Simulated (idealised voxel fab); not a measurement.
Documented hereafter: the process module known as voxel lift off.
cross-section cut | 270 nm wide | cells 5 nm
In this document a cross-section is written as a grid of square cells. It is given as a series of bands, listed from the top down, and a band is one or more rows of cells.
Per band: top height and bottom height in nm, followed by the left-to-right materials and their widths in nm; "full width" marks a single material spanning edge to edge, "blank" marks empty space.
For the purposes of this specification, 0 denotes the height below which the wafer in its as-received condition is composed wholly of one material, and the lowermost band, lacking a lower limit, extends downward without end, as expressed in "0 nm and below".
You'd read "30 to 40" like this: the band's top row of cells is as wide as the first number, its bottom row is as wide as the second, and going down, every row changes width by the same amount as the row before did.
"remained the same", as given for a step, is the statement that not any cell of the cross-section underwent a change during that step.
Any empty space of 8 cells or more lacking an open way to the top shows up in "Encapsulated voids" as width x height at distance, distance from the left edge, in nm.
after a step's settings: what the simulator itself notes on the step
On any step carrying a mask, the "overlay nm" setting, if present on the step's line, tells how far right of its planned place the mask lay; negative values point to the left.

List of planned process steps
1. op RECEIVE | material Si
2. op CONFORMAL_DEP | material SiO2 | thk nm 5
3. op PATTERN | tone open | mask id LINES | material resist | width nm 25 | pitch nm 50 | thk nm 30 | overlay nm 0
4. op DIRECTIONAL_DEP | material Ru | thk nm 15
5. op STRIP | etch materials resist
6. op CONFORMAL_DEP | material SiO2 | thk nm 10

Below: the first of two wafers, run as planned

This is the cross-section of the wafer as we received it, i.e. after step 1
    0 nm and below  Si full width
    Encapsulated voids: none

Cross-sectional representation of the wafer at the conclusion of step 2
    5 nm to 0 nm  SiO2 full width
    Below a height of 0, the structure has not been altered.

Cross-sectional representation of the wafer at the conclusion of step 3
    35 nm to 5 nm  resist: 45, then blank: 25, then resist: 25, then blank: 25, then resist: 25, then blank: 25, then resist: 25, then blank: 25, then resist: 50
    Below a height of 5, the structure has not been altered.

Cross-sectional representation of the wafer at the conclusion of step 4
    50 nm to 35 nm  Ru: 45, then blank: 25, then Ru: 25, then blank: 25, then Ru: 25, then blank: 25, then Ru: 25, then blank: 25, then Ru: 50
    35 nm to 20 nm  resist: 45, then blank: 25, then resist: 25, then blank: 25, then resist: 25, then blank: 25, then resist: 25, then blank: 25, then resist: 50
    20 nm to 5 nm  resist: 45, then Ru: 25, then resist: 25, then Ru: 25, then resist: 25, then Ru: 25, then resist: 25, then Ru: 25, then resist: 50
    Below a height of 5, the structure has not been altered.

Cross-sectional representation of the wafer at the conclusion of step 5
    20 nm to 5 nm  blank: 45, then Ru: 25, then blank: 25, then Ru: 25, then blank: 25, then Ru: 25, then blank: 25, then Ru: 25, then blank: 50
    Below a height of 5, the structure has not been altered.

Cross-sectional representation of the wafer at the conclusion of step 6
    30 nm to 20 nm  blank: 35, then SiO2: 45, then blank: 5, then SiO2: 45, then blank: 5, then SiO2: 45, then blank: 5, then SiO2: 45, then blank: 40
    20 nm to 15 nm  blank: 35, then SiO2: 10, then Ru: 25, then SiO2: 10, then blank: 5, then SiO2: 10, then Ru: 25, then SiO2: 10, then blank: 5, then SiO2: 10, then Ru: 25, then SiO2: 10, then blank: 5, then SiO2: 10, then Ru: 25, then SiO2: 10, then blank: 40
    15 nm to 5 nm  SiO2: 45, then Ru: 25, then SiO2: 25, then Ru: 25, then SiO2: 25, then Ru: 25, then SiO2: 25, then Ru: 25, then SiO2: 50
    Below a height of 5, the structure has not been altered.

Okay, second wafer. Nothing different at the start, nothing different in the plan, just one mistake somewhere in the running. As far as step 3, counting that step, it's the first wafer all over again

Planned end of step 4: second wafer, cross-section
    60 nm to 35 nm  Ru: 45, then blank: 25, then Ru: 25, then blank: 25, then Ru: 25, then blank: 25, then Ru: 25, then blank: 25, then Ru: 50
    35 nm to 30 nm  resist: 45, then blank: 25, then resist: 25, then blank: 25, then resist: 25, then blank: 25, then resist: 25, then blank: 25, then resist: 50
    30 nm to 5 nm  resist: 45, then Ru: 25, then resist: 25, then Ru: 25, then resist: 25, then Ru: 25, then resist: 25, then Ru: 25, then resist: 50
    Below a height of 5, the structure has not been altered.

Planned end of step 5: second wafer, cross-section
    30 nm to 5 nm  blank: 45, then Ru: 25, then blank: 25, then Ru: 25, then blank: 25, then Ru: 25, then blank: 25, then Ru: 25, then blank: 50
    Below a height of 5, the structure has not been altered.

Planned end of step 6: second wafer, cross-section
    40 nm to 30 nm  blank: 35, then SiO2: 45, then blank: 5, then SiO2: 45, then blank: 5, then SiO2: 45, then blank: 5, then SiO2: 45, then blank: 40
    30 nm to 15 nm  blank: 35, then SiO2: 10, then Ru: 25, then SiO2: 10, then blank: 5, then SiO2: 10, then Ru: 25, then SiO2: 10, then blank: 5, then SiO2: 10, then Ru: 25, then SiO2: 10, then blank: 5, then SiO2: 10, then Ru: 25, then SiO2: 10, then blank: 40
    15 nm to 5 nm  SiO2: 45, then Ru: 25, then SiO2: 25, then Ru: 25, then SiO2: 25, then Ru: 25, then SiO2: 25, then Ru: 25, then SiO2: 50
    Below a height of 5, the structure has not been altered.
Run error: step 4 deviated from plan and actually ran as op DIRECTIONAL_DEP | material Ru | thk nm 25
FYI, end of process, the second wafer has more or fewer cells of some materials than the first: Ru +40 | SiO2 +32
